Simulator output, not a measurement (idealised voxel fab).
You're looking at the process module voxel quadruple lines.
FYI the section here is cut, 255 nm wide, cells are 5 nm squares.
Just so we're on the same page, the cross-sections are grids of square cells, and they're listed out in bands top to bottom, each band one or more rows deep.
Read a band's entry like this: the first values are the height of its top and the height of its bottom in nm, and what follows is the sequence of materials from left to right, each with its width in nm. Note that "blank" is empty space, and that a single material marked "throughout" reaches across the band from edge to edge.
Beneath 0, the wafer as received is one material, and that level is where height counting begins. The lowest band goes on downward without a bottom; it is written like "0 -> down".
Per-row width for "30->40": begins at first number (top row of band), ends at second number (bottom row), increment between rows held constant.
Step marked "all unchanged"? Then no cell in the cross-section changed in it.
You'll see "Entrapped void list" listing empty spaces that have no way open to the top, as long as they're 8 cells or more; the notation is width x height at distance, where the distance is from the left edge, and all of it is in nm.
Anything after a step's settings on that line? It's the simulator's own note about the step.
Among the settings permitted on a step's line is "overlay nm"; applied to a step with a mask, it specifies the extent to which the mask lay to the right of its planned position, whereas a negative figure signifies a position to the left.
Planned step list for the process:
1 RECEIVE with material Si
2 CONFORMAL_DEP with material SiO2, thk nm 10
3 DIRECTIONAL_DEP with material Ru, thk nm 10
4 DIRECTIONAL_DEP with material polySi, thk nm 20
5 DIRECTIONAL_DEP with material aC, thk nm 20
6 PATTERN with tone cover, mask id MANDREL, material resist, width nm 35, thk nm 30, overlay nm 0
7 DIRECTIONAL_ETCH with etch materials aC, depth nm 20
8 STRIP with etch materials resist
9 CONFORMAL_DEP with material SiO2, thk nm 15
10 DIRECTIONAL_ETCH with etch materials SiO2, depth nm 15
11 STRIP with etch materials aC
12 DIRECTIONAL_ETCH with etch materials polySi, depth nm 20
13 STRIP with etch materials SiO2
14 CONFORMAL_DEP with material SiCN, thk nm 10
15 DIRECTIONAL_ETCH with etch materials SiCN, depth nm 10
16 STRIP with etch materials polySi
17 DIRECTIONAL_ETCH with etch materials Ru, depth nm 10
18 STRIP with etch materials SiCN
19 FILL_DEP with material lowk, thk nm 5
20 CMP with height nm 20
So this is the incoming wafer in cross-section - it's already been through step 1:
0 -> down: Si throughout
Entrapped void list: none
Cross-sectional result after module completion. Note: starting condition and plan are unchanged from above; one processing mistake was made:
20 -> 15: lowk throughout
15 -> 10: 85 lowk, then 10 Ru, then 15 lowk, then 10 Ru, then 15 lowk, then 10 Ru, then 15 lowk, then 10 Ru, then 85 lowk
10 -> 0: SiO2 throughout
0 -> down: Si throughout
Entrapped void list: none
Error vs. plan: step 3 changed vs plan, executed as DIRECTIONAL_DEP with material Ru, thk nm 5
